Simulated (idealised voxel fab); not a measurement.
The following is a process module called voxel released beams.
Section shown: cut. Width: 260 nm. Cell size: 5 nm, square.
Throughout this document, each cross-section is represented as a grid of square cells and is presented as a sequence of bands enumerated from the top downward, where a band comprises one or more rows of cells.
Quick guide to a band line: top height, bottom height (nm) up front; then every material left to right with its width in nm. Only one material and it's marked "throughout"? Then it fills the band edge to edge. And "air" just means empty space.
Where do heights start? At 0: under that level the wafer as delivered is made of one material only. And the lowest band has no floor; it just carries on downward, as in "z 0 and below".
Think of "30 to 40" as a width that walks from the first number to the second as you go down the band, top row to bottom row, taking equal-sized steps from row to row.
Reading "no alterations made" for a step: not a cell of the cross-section changed in it.
What "Sealed cavities" gives you is every empty space of 8 cells or more that is cut off from the top. Each appears as width x height at distance, with the distance taken from the left edge and width, height and distance all in nm.
Step line, after settings: the simulator's comment on this step.
"overlay nm" on a masked step: distance the mask lay right of its planned place, negative for left.

-- The process steps that were planned are listed below
1) op RECEIVE | material Si
2) op CONFORMAL_DEP | material Al2O3 | thk nm 5
3) op DIRECTIONAL_DEP | material SiO2 | thk nm 10
4) op PATTERN | tone open | mask id ANCHOR | material resist | width nm 35 | thk nm 20 | overlay nm 0
5) op DIRECTIONAL_ETCH | etch materials SiO2 | depth nm 10
6) op STRIP | etch materials resist
7) op CONFORMAL_DEP | material SiN | thk nm 10
8) op DIRECTIONAL_DEP | material aC | thk nm 15
9) op PATTERN | tone cover | mask id BEAM | material resist | width nm 90 | thk nm 35 | overlay nm 0
10) op DIRECTIONAL_ETCH | etch materials aC | depth nm 15
11) op STRIP | etch materials resist
12) op DIRECTIONAL_ETCH | etch materials SiN | depth nm 10
13) op STRIP | etch materials aC
14) op STRIP | etch materials SiO2

-- Wafer cross-section on receipt, i.e. after step 1
  z 0 and below  Si throughout
  Sealed cavities: none

-- Here's the cross-section of the first of our two wafers at the end of the module - it ran as planned
  z 25 to 15  air (80), SiN (15), air (15), SiN (60), air (90)
  z 15 to 5  air (85), SiN (35), air (140)
  z 5 to 0  Al2O3 throughout
  z 0 and below  Si throughout
  Sealed cavities: none

-- Second wafer of the two, sectioned at the end of the module. It began like the first and followed the same plan, but one mistake was made while running it
  z 25 to 15  air (80), SiN (5), air (15), SiN (70), air (90)
  z 15 to 5  air (75), SiN (35), air (150)
  z 5 to 0  Al2O3 throughout
  z 0 and below  Si throughout
  Sealed cavities: none
It is concluded that the wafer was processed incorrectly with respect to the plan, in that step 4 did not use the planned setting and instead ran as op PATTERN | tone open | mask id ANCHOR | material resist | width nm 35 | thk nm 20 | overlay nm -10
At the close, every material occupies the same number of cells on the second wafer as on the first, only in different positions.
